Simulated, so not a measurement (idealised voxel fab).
Documented hereafter: the process module known as voxel transistor to metal.
cross-section cut | 185 nm wide | cells 5 nm
Format of a cross-section: grid, square cells. Given as bands. Order: top down. Band: one or more rows of cells.
For a band, the entry starts with two heights in nm, that of the top and then that of the bottom, and carries on with the band's materials in order from left to right, each alongside its width in nm; the word "all across" beside a single material means it fills the band edge to edge, and "air" means empty space.
Heights from 0 (as-received wafer is one material below). Bottom band endless downward, as "from 0 down".
A width such as "30 to 40" changes by the same amount from each row of cells to the next, from the band's top row to its bottom row.
Take "no modifications" at face value: in the step it is given for, the cross-section changed in none of its cells.
Tabulated closed voids: empty space of 8 cells or more with no open way to the top, each as width x height at its distance from the left edge, in nm
Text after the settings on a step's line: the simulator's own remark on that step.
"overlay nm" answers the question of how far to the right of plan the mask lay on a step that has a mask, and when it is negative the answer is to the left.
## The process steps that were planned are listed below
1. RECEIVE, material Si
2. CONFORMAL_DEP, material SiO2, thk nm 5
3. CONFORMAL_DEP, material SiN, thk nm 15
4. DIRECTIONAL_DEP, material aC, thk nm 10
5. PATTERN, tone cover, mask id ACTIVE, material resist, width nm 105, thk nm 25, overlay nm 0
6. DIRECTIONAL_ETCH, etch materials aC, depth nm 10
7. STRIP, etch materials resist
8. DIRECTIONAL_ETCH, etch materials SiN, depth nm 15
9. DIRECTIONAL_ETCH, etch materials SiO2, depth nm 5
10. DIRECTIONAL_ETCH, etch materials Si, depth nm 35
11. STRIP, etch materials aC
12. OXIDIZE, depth nm 5
13. FILL_DEP, material SiO2, thk nm 5
14. CMP, height nm 20
15. SELECTIVE_ETCH, etch materials SiO2, depth nm 10
16. STRIP, etch materials SiN
17. SELECTIVE_ETCH, etch materials SiO2, depth nm 5
18. OXIDIZE, depth nm 5
19. DIRECTIONAL_DEP, material polySi, thk nm 25
20. DIRECTIONAL_DEP, material SiCN, thk nm 10
21. DIRECTIONAL_DEP, material aC, thk nm 15
22. PATTERN, tone cover, mask id GATE, material resist, width nm 35, thk nm 35, overlay nm 0
23. DIRECTIONAL_ETCH, etch materials aC, depth nm 15
24. STRIP, etch materials resist
25. DIRECTIONAL_ETCH, etch materials SiCN, depth nm 20
26. DIRECTIONAL_ETCH, etch materials polySi, depth nm 35
27. STRIP, etch materials aC
28. CONFORMAL_DEP, material SiN, thk nm 10
29. DIRECTIONAL_ETCH, etch materials SiN, depth nm 10
30. DIRECTIONAL_ETCH, etch materials SiO2, depth nm 5
31. DIRECTIONAL_ETCH, etch materials Si, depth nm 5
32. EPI, material SiGe, thk nm 10
33. FILL_DEP, material SiO2, thk nm 5
34. CMP, height nm 25
35. STRIP, etch materials polySi
36. SELECTIVE_ETCH, etch materials SiO2, depth nm 5
37. CONFORMAL_DEP, material HfO2, thk nm 5
38. CONFORMAL_DEP, material TiN, thk nm 5
39. FILL_DEP, material W, thk nm 5
40. CMP, height nm 20
41. DIRECTIONAL_DEP, material SiO2, thk nm 10
42. DIRECTIONAL_DEP, material aC, thk nm 15
43. PATTERN, tone open, mask id CONTACT, material resist, width nm 15, pitch nm 80, thk nm 30, overlay nm 0
44. DIRECTIONAL_ETCH, etch materials aC, depth nm 15
45. STRIP, etch materials resist
46. DIRECTIONAL_ETCH, etch materials SiO2, depth nm 30
47. STRIP, etch materials aC
48. CONFORMAL_DEP, material TiN, thk nm 5
49. FILL_DEP, material Ru, thk nm 5
50. CMP, height nm 30
51. DIRECTIONAL_DEP, material TiN, thk nm 5
52. DIRECTIONAL_DEP, material W, thk nm 20
53. PATTERN, tone cover, mask id METAL_1, material resist, width nm 15, pitch nm 80, thk nm 15, overlay nm 0
54. DIRECTIONAL_ETCH, etch materials W, depth nm 20
55. DIRECTIONAL_ETCH, etch materials TiN, depth nm 5
56. STRIP, etch materials resist
57. FILL_DEP, material SiO2, thk nm 10
58. CMP, height nm 55
59. CONFORMAL_DEP, material SiCN, thk nm 5
60. DIRECTIONAL_DEP, material lowk, thk nm 30
61. MASKED_ETCH, tone open, mask id METAL_2, width nm 15, pitch nm 80, etch materials lowk, depth nm 20, overlay nm 0
62. MASKED_ETCH, tone open, mask id METAL_2_HOLES, width nm 15, pitch nm 80, etch materials lowk, depth nm 10, overlay nm 0
63. MASKED_ETCH, tone open, mask id METAL_2_HOLES, width nm 15, pitch nm 80, etch materials SiCN, depth nm 5, overlay nm 0
64. CONFORMAL_DEP, material TiN, thk nm 5
65. FILL_DEP, material Cu, thk nm 10
66. CMP, height nm 90
67. CONFORMAL_DEP, material SiN, thk nm 5
## Wafer as received: cross-section following step 1
    from 0 down | Si all across
    Tabulated closed voids: none
## Run as planned - first of the two wafers cross-sectioned at the end of the module
    from 95 to 90 | SiN all across
    from 90 to 60 | 45 of lowk / 5 of TiN / 5 of Cu / 5 of TiN / 65 of lowk / 5 of TiN / 5 of Cu / 5 of TiN / 45 of lowk
    from 60 to 55 | 45 of SiCN / 15 of TiN / 65 of SiCN / 15 of TiN / 45 of SiCN
    from 55 to 35 | 45 of SiO2 / 15 of W / 65 of SiO2 / 15 of W / 45 of SiO2
    from 35 to 30 | 45 of SiO2 / 15 of TiN / 65 of SiO2 / 15 of TiN / 45 of SiO2
    from 30 to 20 | 45 of SiO2 / 5 of TiN / 5 of Ru / 5 of TiN / 65 of SiO2 / 5 of TiN / 5 of Ru / 5 of TiN / 45 of SiO2
    from 20 to 10 | 45 of SiO2 / 5 of TiN / 5 of Ru / 5 of TiN / 5 of SiO2 / 10 of SiN / 5 of HfO2 / 5 of TiN / 15 of W / 5 of TiN / 5 of HfO2 / 10 of SiN / 5 of SiO2 / 5 of TiN / 5 of Ru / 5 of TiN / 45 of SiO2
    from 10 to 5 | 45 of SiO2 / 15 of TiN / 5 of SiO2 / 10 of SiN / 5 of HfO2 / 5 of TiN / 15 of W / 5 of TiN / 5 of HfO2 / 10 of SiN / 5 of SiO2 / 15 of TiN / 45 of SiO2
    from 5 to 0 | 35 of SiO2 / 10 of SiN / 10 of TiN / 10 of SiGe / 10 of SiN / 5 of HfO2 / 25 of TiN / 5 of HfO2 / 10 of SiN / 10 of SiGe / 10 of TiN / 10 of SiN / 35 of SiO2
    from 0 to -5 | 45 of SiO2 / 20 of SiGe / 5 of SiO2 / 45 of HfO2 / 5 of SiO2 / 20 of SiGe / 45 of SiO2
    from -5 to -10 | 45 of SiO2 / 20 of SiGe / 55 of Si / 20 of SiGe / 45 of SiO2
    from -10 to -40 | 45 of SiO2 / 95 of Si / 45 of SiO2
    from -40 down | Si all across
    Tabulated closed voids: none
## Wafer two cross-section, module end. Start and plan unchanged from wafer one; one mistake made during the run
    from 95 to 90 | SiN all across
    from 90 to 80 | 40 of lowk / 5 to 10 of TiN / 15 to 5 of Cu / 5 to 10 of TiN / 55 of lowk / 5 to 10 of TiN / 15 to 5 of Cu / 5 to 10 of TiN / 40 of lowk
    from 80 to 60 | 45 of lowk / 5 of TiN / 5 of Cu / 5 of TiN / 65 of lowk / 5 of TiN / 5 of Cu / 5 of TiN / 45 of lowk
    from 60 to 55 | 45 of SiCN / 15 of TiN / 65 of SiCN / 15 of TiN / 45 of SiCN
    from 55 to 35 | 45 of SiO2 / 15 of W / 65 of SiO2 / 15 of W / 45 of SiO2
    from 35 to 30 | 45 of SiO2 / 15 of TiN / 65 of SiO2 / 15 of TiN / 45 of SiO2
    from 30 to 20 | 45 of SiO2 / 5 of TiN / 5 of Ru / 5 of TiN / 65 of SiO2 / 5 of TiN / 5 of Ru / 5 of TiN / 45 of SiO2
    from 20 to 10 | 45 of SiO2 / 5 of TiN / 5 of Ru / 5 of TiN / 5 of SiO2 / 10 of SiN / 5 of HfO2 / 5 of TiN / 15 of W / 5 of TiN / 5 of HfO2 / 10 of SiN / 5 of SiO2 / 5 of TiN / 5 of Ru / 5 of TiN / 45 of SiO2
    from 10 to 5 | 45 of SiO2 / 15 of TiN / 5 of SiO2 / 10 of SiN / 5 of HfO2 / 5 of TiN / 15 of W / 5 of TiN / 5 of HfO2 / 10 of SiN / 5 of SiO2 / 15 of TiN / 45 of SiO2
    from 5 to 0 | 35 of SiO2 / 10 of SiN / 10 of TiN / 10 of SiGe / 10 of SiN / 5 of HfO2 / 25 of TiN / 5 of HfO2 / 10 of SiN / 10 of SiGe / 10 of TiN / 10 of SiN / 35 of SiO2
    from 0 to -5 | 45 of SiO2 / 20 of SiGe / 5 of SiO2 / 45 of HfO2 / 5 of SiO2 / 20 of SiGe / 45 of SiO2
    from -5 to -10 | 45 of SiO2 / 20 of SiGe / 55 of Si / 20 of SiGe / 45 of SiO2
    from -10 to -40 | 45 of SiO2 / 95 of Si / 45 of SiO2
    from -40 down | Si all across
    Tabulated closed voids: none
Which mistake was made when the wafer was run? step 62 did not happen as planned, as run it was MASKED_ETCH, tone open, mask id METAL_2_HOLES, width nm 25, pitch nm 80, etch materials lowk, depth nm 10, overlay nm 0
Wafer comparison, final, in cells, second relative to first, materials more or fewer: 4 more of Cu, 4 more of TiN, 8 fewer of lowk
